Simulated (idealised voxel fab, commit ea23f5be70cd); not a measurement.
This is a process module. Its name is voxel ribs on slabs.
For reference, the cross-section in this document is cut, with width 155 nm and square cells of 5 nm.
Each cross-section below is a grid of square cells, stated as bands in top-down order, with one or more rows of cells making up each band. Band entry format. Leading values: height of top, height of bottom, nm. Remainder: materials in left-to-right order, each with its width in nm. Special words: "throughout" on a single material, which then fills the band edge to edge; "air", empty space. Below 0: as-received wafer, all one material; heights counted from there. Lowest band: no bottom, goes on down, written "0 down". Graded width ("30..40"): value in top row of band = first number; value in bottom row = second number; row-to-row change constant. "nothing altered" (step): cross-section cells unchanged, all of them. The entry titled "Closed cavity list" provides the empty spaces that have no open way to the top, restricted to those of 8 cells or more. Each is presented as width x height at distance, the distance being measured from the left edge, with all three in nm. Past the settings on a step's line: simulator remark, on that step. overlay nm: step with mask; distance mask lay right of planned place; negative value = left of planned place.

**Planned process steps**
1 RECEIVE | material Si
2 DIRECTIONAL_DEP | material SiO2 | thk nm 30
3 DIRECTIONAL_DEP | material polySi | thk nm 25
4 PATTERN | tone cover | mask id RIB | material resist | width nm 30 | thk nm 15 | overlay nm -15
5 DIRECTIONAL_ETCH | etch materials polySi | depth nm 10
6 STRIP | etch materials resist
7 MASKED_ETCH | tone cover | mask id SLAB | width nm 60 | etch materials polySi | depth nm 15 | overlay nm 0
8 FILL_DEP | material SiO2 | thk nm 25
9 CMP | height nm 70
10 DIRECTIONAL_DEP | material W | thk nm 10
11 PATTERN | tone cover | mask id HEATER | material resist | width nm 40 | thk nm 15 | overlay nm 0
12 DIRECTIONAL_ETCH | etch materials W | depth nm 10
13 STRIP | etch materials resist
14 CONFORMAL_DEP | material SiO2 | thk nm 10
Quick note for whoever runs this: the wafers start identical, but the overlay nm at step 4 isn't the same across them. The plan just shows what the first wafer had.

**Received condition of the first of several wafers, sectioned: post-step 1**
> 0 down | Si throughout
> Closed cavity list: none

**Cross-section, first of several wafers, end of module, after last step 14**
> 90 to 80 | 45 of air, 60 of SiO2, 50 of air
> 80 to 70 | 55 of SiO2, 40 of W, 60 of SiO2
> 70 to 55 | SiO2 throughout
> 55 to 45 | 45 of SiO2, 30 of polySi, 80 of SiO2
> 45 to 30 | 45 of SiO2, 60 of polySi, 50 of SiO2
> 30 to 0 | SiO2 throughout
> 0 down | Si throughout
> Closed cavity list: none

**Cross-section of the final wafer among several, taken at the end of the module**
> 90 to 80 | 45 of air, 60 of SiO2, 50 of air
> 80 to 70 | 55 of SiO2, 40 of W, 60 of SiO2
> 70 to 55 | SiO2 throughout
> 55 to 45 | 75 of SiO2, 30 of polySi, 50 of SiO2
> 45 to 30 | 45 of SiO2, 60 of polySi, 50 of SiO2
> 30 to 0 | SiO2 throughout
> 0 down | Si throughout
> Closed cavity list: none

**wafer rows; end of module; cells per material since receipt: (+) gained, (-) lost; then closed voids**
overlay nm -15, +456 SiO2, +16 W, +48 polySi, Closed cavity list: none
overlay nm -10, +456 SiO2, +16 W, +48 polySi, Closed cavity list: none
overlay nm -5, +456 SiO2, +16 W, +48 polySi, Closed cavity list: none
overlay nm 0, +456 SiO2, +16 W, +48 polySi, Closed cavity list: none
overlay nm 5, +456 SiO2, +16 W, +48 polySi, Closed cavity list: none
overlay nm 10, +456 SiO2, +16 W, +48 polySi, Closed cavity list: none
overlay nm 15, +456 SiO2, +16 W, +48 polySi, Closed cavity list: none
